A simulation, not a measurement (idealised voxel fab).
You're looking at the process module voxel quadruple lines.
Pictured: cross-section cut, 190 nm wide, on a grid of 5 nm square cells.
A cross-section is a grid of square cells, given in bands from the top down. A band is one or more rows of cells.
Band entry format. Leading values: height of top, height of bottom, nm. Remainder: materials in left-to-right order, each with its width in nm. Special words: "all across" on a single material, which then fills the band edge to edge; "blank", empty space.
Heights are expressed relative to 0, this being the level below which the as-received wafer comprises one material exclusively. The lowest band is unbounded in the downward direction and is denoted as in "0 and below".
With a width like "30..40", each row of cells in the band differs from the next by the same amount, the top row carrying the first number and the bottom row the second.
"no change occurred" (step): cross-section cells unchanged, all of them.
The entry "Sealed-off cavities" lists the empty spaces that cover at least 8 cells and have no open path to the top. Each is written as width x height at distance, where the distance is measured from the left edge and all three values are in nm.
It should be noted that, on the line of a given step, the content following the step's settings is a remark produced by the simulator itself with respect to that step.
overlay nm: step with mask; distance mask lay right of planned place; negative value = left of planned place.
[Process steps (planned)]
step 1: RECEIVE (material Si)
step 2: CONFORMAL_DEP (material SiO2; thk nm 5)
step 3: DIRECTIONAL_DEP (material Ru; thk nm 10)
step 4: DIRECTIONAL_DEP (material polySi; thk nm 15)
step 5: DIRECTIONAL_DEP (material aC; thk nm 25)
step 6: PATTERN (tone cover; mask id MANDREL; material resist; width nm 30; thk nm 30; overlay nm 0)
step 7: DIRECTIONAL_ETCH (etch materials aC; depth nm 25)
step 8: STRIP (etch materials resist)
step 9: CONFORMAL_DEP (material SiO2; thk nm 10)
step 10: DIRECTIONAL_ETCH (etch materials SiO2; depth nm 10)
step 11: STRIP (etch materials aC)
step 12: DIRECTIONAL_ETCH (etch materials polySi; depth nm 15)
step 13: STRIP (etch materials SiO2)
step 14: CONFORMAL_DEP (material SiCN; thk nm 10)
step 15: DIRECTIONAL_ETCH (etch materials SiCN; depth nm 10)
step 16: STRIP (etch materials polySi)
step 17: DIRECTIONAL_ETCH (etch materials Ru; depth nm 10)
step 18: STRIP (etch materials SiCN)
[Cross-sectional view of the wafer in its as-received condition, corresponding to the state after step 1]
    0 and below = Si all across
    Sealed-off cavities: none
[First of two wafers at the end of the module, shown in cross-section; run carried out as planned]
    15 down to 5 = 60 nm blank / 10 nm Ru / 10 nm blank / 10 nm Ru / 10 nm blank / 10 nm Ru / 10 nm blank / 10 nm Ru / 60 nm blank
    5 down to 0 = SiO2 all across
    0 and below = Si all across
    Sealed-off cavities: none
[second wafer at the end: like start, like plan, one mistake]
    15 down to 10 = 60 nm blank / 10 nm Ru / 10 nm blank / 10 nm Ru / 10 nm blank / 10 nm Ru / 10 nm blank / 10 nm Ru / 60 nm blank
    10 down to 5 = Ru all across
    5 down to 0 = SiO2 all across
    0 and below = Si all across
    Sealed-off cavities: none
Short version of what went wrong: step 17 was processed under conditions differing from the plan, specifically as DIRECTIONAL_ETCH (etch materials Ru; depth nm 5)
Final difference in cells, second wafer against first, listed per material as more or fewer: +30 Ru
